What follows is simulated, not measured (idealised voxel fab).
Name of the process module below: voxel spacer lines
We display cut, a cross-section 260 nm in width whose square cells are each 5 nm.
The cross-sections in this document take the form of a grid made of square cells. They are written out as bands, in order from top to bottom. Each band consists of one or more rows of cells. Per band: top height and bottom height in nm, followed by the left-to-right materials and their widths in nm; "throughout" marks a single material spanning edge to edge, "air" marks empty space. It should be noted that heights are counted from 0, beneath which the wafer as supplied is of one material throughout, and that the lowest band possesses no lower boundary but continues downward, as written in "top 0, no bottom". Width: "30->40" (first number = top row, second number = bottom row, same change from row to row of cells). Where the words "nothing different" appear for a step, the cross-section shows no cell changed by that step; every cell remained as before. Listed in "Unvented cavities": every empty space of 8 or more cells without an open way to the top. Form: width x height at distance, the distance being from the left edge, all in nm. Anything after a step's settings on that line? It's the simulator's own note about the step. "overlay nm" on a masked step: distance the mask lay right of its planned place, negative for left.

PLANNED PROCESS STEPS
- 1: op RECEIVE | material Si
- 2: op CONFORMAL_DEP | material Al2O3 | thk nm 5
- 3: op DIRECTIONAL_DEP | material SiN | thk nm 15
- 4: op DIRECTIONAL_DEP | material aC | thk nm 25
- 5: op PATTERN | tone cover | mask id MANDREL | material resist | width nm 20 | pitch nm 60 | thk nm 35 | overlay nm -15
- 6: op DIRECTIONAL_ETCH | etch materials aC | depth nm 25
- 7: op STRIP | etch materials resist
- 8: op CONFORMAL_DEP | material SiO2 | thk nm 10
- 9: op DIRECTIONAL_ETCH | etch materials SiO2 | depth nm 10
- 10: op STRIP | etch materials aC
- 11: op DIRECTIONAL_ETCH | etch materials SiN | depth nm 15
- 12: op STRIP | etch materials SiO2
For clarity, it should be stated that the wafers under discussion commence in an identical condition and differ with respect to the overlay nm of step 5, the plan indicating the value that the first wafer had.

INCOMING STATE OF THE FIRST OF SEVERAL WAFERS IN CROSS-SECTION: AFTER STEP 1
    top 0, no bottom  Si throughout
    Unvented cavities: none

WAFER ROWS; END OF MODULE; CELLS PER MATERIAL SINCE RECEIPT: (+) GAINED, (-) LOST; THEN CLOSED VOIDS
overlay nm -15 | +52 Al2O3 | +24 SiN | Unvented cavities: none
overlay nm -10 | +52 Al2O3 | +24 SiN | Unvented cavities: none
overlay nm -5 | +52 Al2O3 | +24 SiN | Unvented cavities: none
overlay nm 0 | +52 Al2O3 | +24 SiN | Unvented cavities: none
overlay nm 5 | +52 Al2O3 | +24 SiN | Unvented cavities: none
overlay nm 10 | +52 Al2O3 | +24 SiN | Unvented cavities: none
overlay nm 15 | +52 Al2O3 | +24 SiN | Unvented cavities: none
